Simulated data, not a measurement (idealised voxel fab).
Module name: voxel ribs on slabs (process module)
The figure presents cross-section cut, which has a width of 285 nm and is divided into square cells with an edge length of 5 nm.
We lay out every cross-section as a grid of square cells and spell it out in bands from the top down, where one band means one or more rows of cells.
Heights first: top, then bottom, in nm. Then materials, left to right, each with a width in nm. "throughout" on a single material: fills the band edge to edge. "blank": empty space.
All heights in this document are referenced to 0, defined as the level beneath which the wafer, as received, consists entirely of one material. The lowest band is not bounded below; it extends indefinitely downward and is written in the form "0 and below".
Top row gets the first number, bottom row gets the second, and each row in between changes by the same step: that is how a band width like "30..40" works.
A step reported as "all unchanged" is a step in which no cell of the cross-section changed.
For the entry "Sealed internal cavities", the listed items are empty spaces with no open way to the top whose size is 8 cells or more; each item follows the pattern width x height at distance, where distance is from the left edge and all three are in nm.
Read whatever lies past the settings on a step's line as the simulator's own remark about the step.
"overlay nm" answers the question of how far to the right of plan the mask lay on a step that has a mask, and when it is negative the answer is to the left.

Set out below are the planned steps of the process
step 1: RECEIVE,material Si
step 2: DIRECTIONAL_DEP,material SiO2,thk nm 20
step 3: DIRECTIONAL_DEP,material polySi,thk nm 25
step 4: DIRECTIONAL_DEP,material aC,thk nm 15
step 5: PATTERN,tone cover,mask id RIB,material resist,width nm 20,thk nm 35,overlay nm -15
step 6: DIRECTIONAL_ETCH,etch materials aC,depth nm 15
step 7: STRIP,etch materials resist
step 8: DIRECTIONAL_ETCH,etch materials polySi,depth nm 20
step 9: STRIP,etch materials aC
step 10: MASKED_ETCH,tone cover,mask id SLAB,width nm 60,etch materials polySi,depth nm 5,overlay nm 0
step 11: FILL_DEP,material SiO2,thk nm 25
step 12: CMP,height nm 60
step 13: DIRECTIONAL_DEP,material W,thk nm 10
step 14: DIRECTIONAL_DEP,material aC,thk nm 15
step 15: PATTERN,tone cover,mask id HEATER,material resist,width nm 30,thk nm 35,overlay nm 0
step 16: DIRECTIONAL_ETCH,etch materials aC,depth nm 15
step 17: STRIP,etch materials resist
step 18: DIRECTIONAL_ETCH,etch materials W,depth nm 10
step 19: STRIP,etch materials aC
step 20: CONFORMAL_DEP,material SiO2,thk nm 10
Split variable: overlay nm, step 5. Plan value = first wafer. Wafers start alike.

As-received cross-section, first of several wafers, post step 1
	0 and below: Si throughout
	Sealed internal cavities: none

At the end of the module, after its last step, step 20, the first of several wafers appears in cross-section as follows
	80 down to 70: 115 blank / 50 SiO2 / 120 blank
	70 down to 60: 125 SiO2 / 30 W / 130 SiO2
	60 down to 45: SiO2 throughout
	45 down to 25: 115 SiO2 / 20 polySi / 150 SiO2
	25 down to 20: 110 SiO2 / 60 polySi / 115 SiO2
	20 down to 0: SiO2 throughout
	0 and below: Si throughout
	Sealed internal cavities: none

Here we cross-sectioned the last of the wafers once the module was done
	80 down to 70: 115 blank / 50 SiO2 / 120 blank
	70 down to 60: 125 SiO2 / 30 W / 130 SiO2
	60 down to 45: SiO2 throughout
	45 down to 25: 145 SiO2 / 20 polySi / 120 SiO2
	25 down to 20: 110 SiO2 / 60 polySi / 115 SiO2
	20 down to 0: SiO2 throughout
	0 and below: Si throughout
	Sealed internal cavities: none

Gained (+) or lost (-) cells of each material since receipt, then closed voids: one row per wafer, at the end of the module
overlay nm -15, +778 SiO2, +12 W, +28 polySi, Sealed internal cavities: none
overlay nm -10, +778 SiO2, +12 W, +28 polySi, Sealed internal cavities: none
overlay nm -5, +778 SiO2, +12 W, +28 polySi, Sealed internal cavities: none
overlay nm 0, +778 SiO2, +12 W, +28 polySi, Sealed internal cavities: none
overlay nm 5, +778 SiO2, +12 W, +28 polySi, Sealed internal cavities: none
overlay nm 10, +778 SiO2, +12 W, +28 polySi, Sealed internal cavities: none
overlay nm 15, +778 SiO2, +12 W, +28 polySi, Sealed internal cavities: none
